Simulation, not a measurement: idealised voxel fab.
Proc. module: voxel capacitor over wiring
Section cut is 245 nm wide and gridded with 5 nm square cells.
Square cells in a grid make up a cross-section in this document, and the grid is given as bands, listed from the top down, each one or more rows of cells. Top height, bottom height, nm. Materials left to right, width each, nm. Single material + "everywhere" = fills band edge to edge. "air" = empty. Height 0 is the level under which the wafer as received is all one material. The lowest band goes on downwards, as in "top 0, no bottom". With a width like "30->40", each row of cells in the band differs from the next by the same amount, the top row carrying the first number and the bottom row the second. You'll sometimes find "nothing changed" written for a step, and that's the way of saying that nowhere in the cross-section did a cell change during that step. Entry "Voids, sealed" = empty spaces >= 8 cells with no open way to the top; each as width x height at distance, distance from left edge, all nm. Read whatever lies past the settings on a step's line as the simulator's own remark about the step. If you see "overlay nm" on a step's line and that step has a mask, it's telling you how far right of where it was planned the mask ended up; a negative number means it went left instead.

PROCESS STEPS - PLAN
1. RECEIVE,material Si
2. CONFORMAL_DEP,material SiO2,thk nm 15
3. CONFORMAL_DEP,material SiN,thk nm 5
4. DIRECTIONAL_DEP,material SiO2,thk nm 20
5. DIRECTIONAL_DEP,material aC,thk nm 10
6. PATTERN,tone open,mask id METAL_1,material resist,width nm 25,pitch nm 90,thk nm 25,overlay nm 0
7. DIRECTIONAL_ETCH,etch materials aC,depth nm 10
8. STRIP,etch materials resist
9. DIRECTIONAL_ETCH,etch materials SiO2,depth nm 20
10. DIRECTIONAL_ETCH,etch materials SiN,depth nm 5
11. STRIP,etch materials aC
12. CONFORMAL_DEP,material TiN,thk nm 5
13. FILL_DEP,material W,thk nm 10
14. CMP,height nm 40
15. CONFORMAL_DEP,material SiCN,thk nm 5
16. DIRECTIONAL_DEP,material lowk,thk nm 20
17. MASKED_ETCH,tone open,mask id PLUG_1,width nm 15,etch materials lowk,depth nm 20,overlay nm 0
18. MASKED_ETCH,tone open,mask id PLUG_1,width nm 15,etch materials SiCN,depth nm 5,overlay nm 0
19. CONFORMAL_DEP,material TiN,thk nm 5
20. FILL_DEP,material W,thk nm 5
21. CMP,height nm 65
22. DIRECTIONAL_DEP,material TiN,thk nm 10
23. DIRECTIONAL_DEP,material HfO2,thk nm 5
24. DIRECTIONAL_DEP,material TiN,thk nm 10
25. DIRECTIONAL_DEP,material aC,thk nm 15
26. PATTERN,tone cover,mask id UPPER_PLATE,material resist,width nm 70,thk nm 30,overlay nm 0
27. DIRECTIONAL_ETCH,etch materials aC,depth nm 15
28. STRIP,etch materials resist
29. DIRECTIONAL_ETCH,etch materials TiN,depth nm 10
30. DIRECTIONAL_ETCH,etch materials HfO2,depth nm 5
31. STRIP,etch materials aC
32. DIRECTIONAL_DEP,material aC,thk nm 15
33. PATTERN,tone cover,mask id LOWER_PLATE,material resist,width nm 80,thk nm 30,overlay nm 0
34. DIRECTIONAL_ETCH,etch materials aC,depth nm 15
35. STRIP,etch materials resist
36. DIRECTIONAL_ETCH,etch materials TiN,depth nm 10
37. STRIP,etch materials aC
38. FILL_DEP,material SiO2,thk nm 15
39. CMP,height nm 100
40. DIRECTIONAL_DEP,material aC,thk nm 15
41. PATTERN,tone open,mask id PLUG_2,material resist,width nm 15,thk nm 35,overlay nm 0
42. DIRECTIONAL_ETCH,etch materials aC,depth nm 15
43. STRIP,etch materials resist
44. DIRECTIONAL_ETCH,etch materials SiO2,depth nm 10
45. STRIP,etch materials aC
46. CONFORMAL_DEP,material TiN,thk nm 5
47. FILL_DEP,material Ru,thk nm 10
48. CMP,height nm 100
49. CONFORMAL_DEP,material SiN,thk nm 5

DELIVERED WAFER IN CROSS-SECTION: STATE AFTER STEP 1
- top 0, no bottom | Si everywhere
- Voids, sealed: none

RUN AS PLANNED - FIRST OF THE TWO WAFERS CROSS-SECTIONED AT THE END OF THE MODULE
- top 105, bottom 100 | SiN everywhere
- top 100, bottom 95 | SiO2=85, TiN=5, Ru=5, TiN=5, SiO2=145
- top 95, bottom 90 | SiO2=85, TiN=15, SiO2=145
- top 90, bottom 80 | SiO2=75, TiN=70, SiO2=100
- top 80, bottom 75 | SiO2=75, HfO2=70, SiO2=100
- top 75, bottom 65 | SiO2=70, TiN=80, SiO2=95
- top 65, bottom 45 | lowk=75, TiN=5, W=5, TiN=5, lowk=155
- top 45, bottom 40 | SiCN=75, TiN=15, SiCN=155
- top 40, bottom 20 | SiO2=65, TiN=5, W=15, TiN=5, SiO2=65, TiN=5, W=15, TiN=5, SiO2=65
- top 20, bottom 15 | SiN=65, TiN=25, SiN=65, TiN=25, SiN=65
- top 15, bottom 0 | SiO2 everywhere
- top 0, no bottom | Si everywhere
- Voids, sealed: none

END-OF-MODULE CROSS-SECTION OF THE SECOND WAFER: IDENTICAL STARTING POINT AND PROCESS PLAN TO THE FIRST, WITH ONE PROCESSING MISTAKE
- top 105, bottom 100 | SiN everywhere
- top 100, bottom 95 | SiO2=85, TiN=5, Ru=5, TiN=5, SiO2=145
- top 95, bottom 90 | SiO2=85, TiN=15, SiO2=145
- top 90, bottom 80 | SiO2=70, TiN=5, SiO2=70, TiN=5, SiO2=95
- top 80, bottom 75 | HfO2=75, SiO2=70, HfO2=100
- top 75, bottom 65 | TiN everywhere
- top 65, bottom 45 | lowk=75, TiN=5, W=5, TiN=5, lowk=155
- top 45, bottom 40 | SiCN=75, TiN=15, SiCN=155
- top 40, bottom 20 | SiO2=65, TiN=5, W=15, TiN=5, SiO2=65, TiN=5, W=15, TiN=5, SiO2=65
- top 20, bottom 15 | SiN=65, TiN=25, SiN=65, TiN=25, SiN=65
- top 15, bottom 0 | SiO2 everywhere
- top 0, no bottom | Si everywhere
- Voids, sealed: none
Diagnosis: note that step 26 departed from the planned setting and was carried out as PATTERN,tone open,mask id UPPER_PLATE,material resist,width nm 70,thk nm 30,overlay nm 0
End check, counted in cells, second wafer has more or fewer of these materials than the first: HfO2: 21 more, SiO2: 63 fewer, TiN: 42 more
